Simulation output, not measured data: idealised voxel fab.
process module | voxel local oxidation
cross-section cut | 295 nm wide | cells 5 nm
A cross-section is a grid of square cells, given in bands from the top down. A band is one or more rows of cells.
Each band's line starts with the height of the band's top and of its bottom, in nm. Then come its materials from left to right, each with its width in nm. One material with "throughout" fills the band from edge to edge. "air" is empty space.
Height 0 is the level under which the wafer as received is all one material. The lowest band goes on downwards, as in "0 down".
A width such as "30 to 40" changes by the same amount from each row of cells to the next, from the band's top row to its bottom row.
"no change" after a step means that no cell of the cross-section changed.
closed voids: empty space of 8 cells or more with no open way to the top, each as width x height at its distance from the left edge, in nm
after a step's settings: what the simulator itself notes on the step
overlay nm, on a step with a mask: how far to the right of its planned place the mask lay; to the left if negative
plan
1 op RECEIVE | material Si
2 op CONFORMAL_DEP | material SiO2 | thk nm 5
3 op CONFORMAL_DEP | material SiN | thk nm 10
4 op DIRECTIONAL_DEP | material aC | thk nm 10
5 op PATTERN | tone cover | mask id ACTIVE | material resist | width nm 95 | pitch nm 135 | thk nm 30 | overlay nm 0
6 op DIRECTIONAL_ETCH | etch materials aC | depth nm 10
7 op STRIP | etch materials resist
8 op DIRECTIONAL_ETCH | etch materials SiN | depth nm 10
9 op STRIP | etch materials aC
10 op SELECTIVE_ETCH | etch materials SiO2 | depth nm 5
11 op OXIDIZE | depth nm 15
12 op STRIP | etch materials SiN
first wafer, as planned
as received, after step 1
  0 down: Si throughout
  closed voids: none
after step 2
  5 to 0: SiO2 throughout
  below 0: unchanged
after step 3
  15 to 5: SiN throughout
  below 5: unchanged
after step 4
  25 to 15: aC throughout
  below 15: unchanged
after step 5
  55 to 25: air 30 | resist 95 | air 40 | resist 95 | air 35
  below 25: unchanged
after step 6
  45 to 25: air 30 | resist 95 | air 40 | resist 95 | air 35
  25 to 15: air 30 | aC 95 | air 40 | aC 95 | air 35
  below 15: unchanged
after step 7
  25 to 15: air 30 | aC 95 | air 40 | aC 95 | air 35
  below 15: unchanged
after step 8
  25 to 15: air 30 | aC 95 | air 40 | aC 95 | air 35
  15 to 5: air 30 | SiN 95 | air 40 | SiN 95 | air 35
  below 5: unchanged
after step 9
  15 to 5: air 30 | SiN 95 | air 40 | SiN 95 | air 35
  below 5: unchanged
after step 10
  15 to 5: air 30 | SiN 95 | air 40 | SiN 95 | air 35
  5 to 0: air 35 | SiO2 85 | air 50 | SiO2 85 | air 40
  below 0: unchanged
after step 11
  15 to 5: air 30 | SiN 95 | air 40 | SiN 95 | air 35
  5 to 0: air 35 | SiO2 85 | air 50 | SiO2 85 | air 40
  0 to -15: SiO2 50 | Si 55 | SiO2 80 | Si 55 | SiO2 55
  below -15: unchanged
after step 12
  5 to 0: air 35 | SiO2 85 | air 50 | SiO2 85 | air 40
  below 0: unchanged
second wafer: like start, like plan, one mistake. Through step 10 it matches the first wafer
when step 11 should have ended
  15 to 5: air 30 | SiN 95 | air 40 | SiN 95 | air 35
  5 to 0: air 35 | SiO2 85 | air 50 | SiO2 85 | air 40
  0 to -15: SiO2 50 | Si 55 | SiO2 80 | Si 55 | SiO2 55
  below -15: unchanged
when step 12 should have ended
  5 to 0: air 35 | SiO2 85 | air 50 | SiO2 85 | air 40
  below 0: unchanged
what went wrong: step 11 was run twice
at the end the two cross-sections are the same: no effect in what this model computes
